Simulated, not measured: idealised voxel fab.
A process module follows: voxel gate over fins.
Square cells of 5 nm make up the cross-section cut, whose width is 170 nm.
How to read a cross-section here: the picture is a grid of square cells, written as bands going from the top down, and any band can span one or more rows of cells. The band entry comprises the height of the band's top followed by the height of its bottom, expressed in nm, and subsequently the band's materials from left to right, each stated together with its width in nm. Where a single material is marked with the word "all across", that material fills the band from edge to edge. The word "empty" represents empty space. Basically, 0 is our baseline, since under it the wafer straight out of the box is all one material. The bottom band has no lower end and keeps on going down, so it looks like "z 0 and below". When a width is written as two numbers, as in "30->40", the first number is the width in the top row of cells of the band and the second is the width in its bottom row, and the width changes by the same amount from each row to the next. For the purposes of this document, the phrase "no alteration" attached to a step denotes that no cell within the cross-section was modified by that step. Entry "Unvented cavities" = empty spaces >= 8 cells with no open way to the top; each as width x height at distance, distance from left edge, all nm. Post-settings text on a step line: simulator's own remark regarding the step. "overlay nm" answers the question of how far to the right of plan the mask lay on a step that has a mask, and when it is negative the answer is to the left.

-- The process steps that were planned are listed below
1,RECEIVE [material Si]
2,CONFORMAL_DEP [material SiN] [thk nm 10]
3,DIRECTIONAL_DEP [material aC] [thk nm 15]
4,PATTERN [tone cover] [mask id FINS] [material resist] [width nm 15] [pitch nm 35] [thk nm 30] [overlay nm 0]
5,DIRECTIONAL_ETCH [etch materials aC] [depth nm 15]
6,STRIP [etch materials resist]
7,DIRECTIONAL_ETCH [etch materials SiN] [depth nm 10]
8,DIRECTIONAL_ETCH [etch materials Si] [depth nm 40]
9,STRIP [etch materials aC]
10,OXIDIZE [depth nm 5]
11,FILL_DEP [material SiO2] [thk nm 15]
12,CMP [height nm 10]
13,SELECTIVE_ETCH [etch materials SiO2] [depth nm 25]
14,STRIP [etch materials SiN]
15,CONFORMAL_DEP [material HfO2] [thk nm 5]
16,CONFORMAL_DEP [material TiN] [thk nm 5]
17,CONFORMAL_DEP [material TiAl] [thk nm 5]
18,CONFORMAL_DEP [material TiN] [thk nm 5]
19,FILL_DEP [material W] [thk nm 15]
20,CMP [height nm 30]
21,CONFORMAL_DEP [material SiCN] [thk nm 5]

-- Cross-section, incoming material, after step 1
* z 0 and below: Si all across
* Unvented cavities: none

-- Starting wafer: above. Plan: above. Run: one mistake. Cross-section after the module: below
* z 35 to 30: SiCN all across
* z 30 to 20: W all across
* z 20 to 15: TiN all across
* z 15 to 10: TiAl all across
* z 10 to 5: 30 nm TiN / 5 nm TiAl / 30 nm TiN / 5 nm TiAl / 30 nm TiN / 5 nm TiAl / 30 nm TiN / 5 nm TiAl / 30 nm TiN
* z 5 to 0: 25 nm HfO2 / 5 nm TiN / 5 nm TiAl / 5 nm TiN / 20 nm HfO2 / 5 nm TiN / 5 nm TiAl / 5 nm TiN / 20 nm HfO2 / 5 nm TiN / 5 nm TiAl / 5 nm TiN / 20 nm HfO2 / 5 nm TiN / 5 nm TiAl / 5 nm TiN / 25 nm HfO2
* z 0 to -5: 20 nm Si / 5 nm HfO2 / 5 nm TiN / 5 nm TiAl / 5 nm TiN / 5 nm HfO2 / 10 nm Si / 5 nm HfO2 / 5 nm TiN / 5 nm TiAl / 5 nm TiN / 5 nm HfO2 / 10 nm Si / 5 nm HfO2 / 5 nm TiN / 5 nm TiAl / 5 nm TiN / 5 nm HfO2 / 10 nm Si / 5 nm HfO2 / 5 nm TiN / 5 nm TiAl / 5 nm TiN / 5 nm HfO2 / 20 nm Si
* z -5 to -10: 20 nm Si / 5 nm HfO2 / 15 nm TiN / 5 nm HfO2 / 10 nm Si / 5 nm HfO2 / 15 nm TiN / 5 nm HfO2 / 10 nm Si / 5 nm HfO2 / 15 nm TiN / 5 nm HfO2 / 10 nm Si / 5 nm HfO2 / 15 nm TiN / 5 nm HfO2 / 20 nm Si
* z -10 to -15: 20 nm Si / 25 nm HfO2 / 10 nm Si / 25 nm HfO2 / 10 nm Si / 25 nm HfO2 / 10 nm Si / 25 nm HfO2 / 20 nm Si
* z -15 to -45: 20 nm Si / 25 nm SiO2 / 10 nm Si / 25 nm SiO2 / 10 nm Si / 25 nm SiO2 / 10 nm Si / 25 nm SiO2 / 20 nm Si
* z -45 and below: Si all across
* Unvented cavities: none
What went wrong in running the wafer? step 4 ran with different settings than intended, the actual operation and settings being PATTERN [tone open] [mask id FINS] [material resist] [width nm 15] [pitch nm 35] [thk nm 30] [overlay nm 0]
